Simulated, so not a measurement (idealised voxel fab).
process module | voxel ribs on slabs
cross-section cut | 140 nm wide | cells 5 nm
A cross-section is a grid of square cells, given in bands from the top down. A band is one or more rows of cells.
Each band's line starts with the height of the band's top and of its bottom, in nm. Then come its materials from left to right, each with its width in nm. One material with "throughout" fills the band from edge to edge. "air" is empty space.
Height 0 is the level under which the wafer as received is all one material. The lowest band goes on downwards, as in "0 down".
A width such as "30 to 40" changes by the same amount from each row of cells to the next, from the band's top row to its bottom row.
"no change" after a step means that no cell of the cross-section changed.
closed voids: empty space of 8 cells or more with no open way to the top, each as width x height at its distance from the left edge, in nm
after a step's settings: what the simulator itself notes on the step
overlay nm, on a step with a mask: how far to the right of its planned place the mask lay; to the left if negative
plan
1 op RECEIVE | material Si
2 op DIRECTIONAL_DEP | material SiO2 | thk nm 15
3 op DIRECTIONAL_DEP | material polySi | thk nm 20
4 op PATTERN | tone cover | mask id RIB | material resist | width nm 30 | thk nm 20 | overlay nm 0
5 op DIRECTIONAL_ETCH | etch materials polySi | depth nm 15
6 op STRIP | etch materials resist
7 op DIRECTIONAL_DEP | material aC | thk nm 15
8 op PATTERN | tone cover | mask id SLAB | material resist | width nm 60 | thk nm 35 | overlay nm 0
9 op DIRECTIONAL_ETCH | etch materials aC | depth nm 15
10 op STRIP | etch materials resist
11 op DIRECTIONAL_ETCH | etch materials polySi | depth nm 5
12 op STRIP | etch materials aC
13 op FILL_DEP | material SiO2 | thk nm 15
14 op CMP | height nm 50
15 op DIRECTIONAL_DEP | material TiN | thk nm 5
16 op MASKED_ETCH | tone cover | mask id HEATER | width nm 40 | etch materials TiN | depth nm 5 | overlay nm 0
17 op CONFORMAL_DEP | material SiO2 | thk nm 5
varied across the wafers: thk nm of step 2. The plan shows the first wafer's value. All wafers start alike
first wafer as received, after step 1
  0 down: Si throughout
  closed voids: none
each wafer at the end: cells of each material gained (+) or lost (-) since it was received, then its closed voids
thk nm 15 | +280 SiO2 | +8 TiN | +30 polySi | closed voids: none
thk nm 20 | +280 SiO2 | +8 TiN | +30 polySi | closed voids: none
thk nm 25 | +280 SiO2 | +8 TiN | +30 polySi | closed voids: none
thk nm 30 | +280 SiO2 | +8 TiN | +30 polySi | closed voids: none
thk nm 35 | +286 SiO2 | +8 TiN | +24 polySi | closed voids: none
